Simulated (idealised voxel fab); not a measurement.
process module | voxel ribs on slabs
cross-section cut | 175 nm wide | cells 5 nm
A cross-section is a grid of square cells, given in bands from the top down. A band is one or more rows of cells.
Each band's line starts with the height of the band's top and of its bottom, in nm. Then come its materials from left to right, each with its width in nm. One material with "throughout" fills the band from edge to edge. "air" is empty space.
Height 0 is the level under which the wafer as received is all one material. The lowest band goes on downwards, as in "0 down".
A width such as "30 to 40" changes by the same amount from each row of cells to the next, from the band's top row to its bottom row.
"no change" after a step means that no cell of the cross-section changed.
closed voids: empty space of 8 cells or more with no open way to the top, each as width x height at its distance from the left edge, in nm
after a step's settings: what the simulator itself notes on the step
overlay nm, on a step with a mask: how far to the right of its planned place the mask lay; to the left if negative
plan
1 op RECEIVE | material Si
2 op DIRECTIONAL_DEP | material SiO2 | thk nm 25
3 op DIRECTIONAL_DEP | material SiN | thk nm 25
4 op DIRECTIONAL_DEP | material aC | thk nm 10
5 op PATTERN | tone cover | mask id RIB | material resist | width nm 25 | thk nm 25 | overlay nm 0
6 op DIRECTIONAL_ETCH | etch materials aC | depth nm 10
7 op STRIP | etch materials resist
8 op DIRECTIONAL_ETCH | etch materials SiN | depth nm 20
9 op STRIP | etch materials aC
10 op PATTERN | tone cover | mask id SLAB | material resist | width nm 65 | thk nm 20 | overlay nm 0
11 op DIRECTIONAL_ETCH | etch materials SiN | depth nm 5
12 op STRIP | etch materials resist
13 op FILL_DEP | material SiO2 | thk nm 25
14 op CMP | height nm 65
15 op DIRECTIONAL_DEP | material TiN | thk nm 5
16 op PATTERN | tone cover | mask id HEATER | material resist | width nm 35 | thk nm 15 | overlay nm 0
17 op DIRECTIONAL_ETCH | etch materials TiN | depth nm 5
18 op STRIP | etch materials resist
19 op CONFORMAL_DEP | material SiN | thk nm 5
as received, after step 1
  0 down: Si throughout
  closed voids: none
first wafer at the end, as planned
  75 to 70: air 65 | SiN 45 | air 65
  70 to 65: SiN 70 | TiN 35 | SiN 70
  65 to 50: SiO2 throughout
  50 to 30: SiO2 75 | SiN 25 | SiO2 75
  30 to 25: SiO2 55 | SiN 65 | SiO2 55
  25 to 0: SiO2 throughout
  0 down: Si throughout
  closed voids: none
second wafer at the end: like start, like plan, one mistake
  75 to 70: air 65 | SiN 45 | air 65
  70 to 65: SiN 70 | TiN 35 | SiN 70
  65 to 50: SiO2 throughout
  50 to 30: SiO2 75 | SiN 25 | SiO2 75
  30 to 25: SiO2 55 | SiN 70 | SiO2 50
  25 to 0: SiO2 throughout
  0 down: Si throughout
  closed voids: none
what went wrong: step 10 ran as: op PATTERN | tone cover | mask id SLAB | material resist | width nm 70 | thk nm 20 | overlay nm 0
at the end the second wafer has, in cells: 1 more of SiN | 1 fewer of SiO2
